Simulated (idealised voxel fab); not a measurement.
process module | voxel released beams
cross-section cut | 200 nm wide | cells 5 nm
A cross-section is a grid of square cells, given in bands from the top down. A band is one or more rows of cells.
Each band's line starts with the height of the band's top and of its bottom, in nm. Then come its materials from left to right, each with its width in nm. One material with "throughout" fills the band from edge to edge. "air" is empty space.
Height 0 is the level under which the wafer as received is all one material. The lowest band goes on downwards, as in "0 down".
A width such as "30 to 40" changes by the same amount from each row of cells to the next, from the band's top row to its bottom row.
"no change" after a step means that no cell of the cross-section changed.
closed voids: empty space of 8 cells or more with no open way to the top, each as width x height at its distance from the left edge, in nm
after a step's settings: what the simulator itself notes on the step
overlay nm, on a step with a mask: how far to the right of its planned place the mask lay; to the left if negative
plan
1 op RECEIVE | material Si
2 op CONFORMAL_DEP | material Al2O3 | thk nm 5
3 op DIRECTIONAL_DEP | material SiO2 | thk nm 15
4 op DIRECTIONAL_DEP | material aC | thk nm 10
5 op PATTERN | tone open | mask id ANCHOR | material resist | width nm 25 | thk nm 30 | overlay nm 0
6 op DIRECTIONAL_ETCH | etch materials aC | depth nm 10
7 op STRIP | etch materials resist
8 op DIRECTIONAL_ETCH | etch materials SiO2 | depth nm 15
9 op STRIP | etch materials aC
10 op CONFORMAL_DEP | material W | thk nm 10
11 op PATTERN | tone cover | mask id BEAM | material resist | width nm 70 | thk nm 15 | overlay nm 0
12 op DIRECTIONAL_ETCH | etch materials W | depth nm 10
13 op STRIP | etch materials resist
14 op STRIP | etch materials SiO2
as received, after step 1
  0 down: Si throughout
  closed voids: none
first wafer at the end, as planned
  30 to 20: air 60 | W 15 | air 5 | W 50 | air 70
  20 to 15: air 65 | W 10 | air 5 | W 10 | air 110
  15 to 5: air 65 | W 25 | air 110
  5 to 0: Al2O3 throughout
  0 down: Si throughout
  closed voids: none
second wafer at the end: like start, like plan, one mistake
  30 to 20: air 65 | W 10 | air 5 | W 45 | air 75
  20 to 15: air 65 | W 10 | air 5 | W 10 | air 110
  15 to 5: air 65 | W 25 | air 110
  5 to 0: Al2O3 throughout
  0 down: Si throughout
  closed voids: none
what went wrong: step 11 ran as: op PATTERN | tone cover | mask id BEAM | material resist | width nm 60 | thk nm 15 | overlay nm 0
at the end the second wafer has, in cells: 4 fewer of W
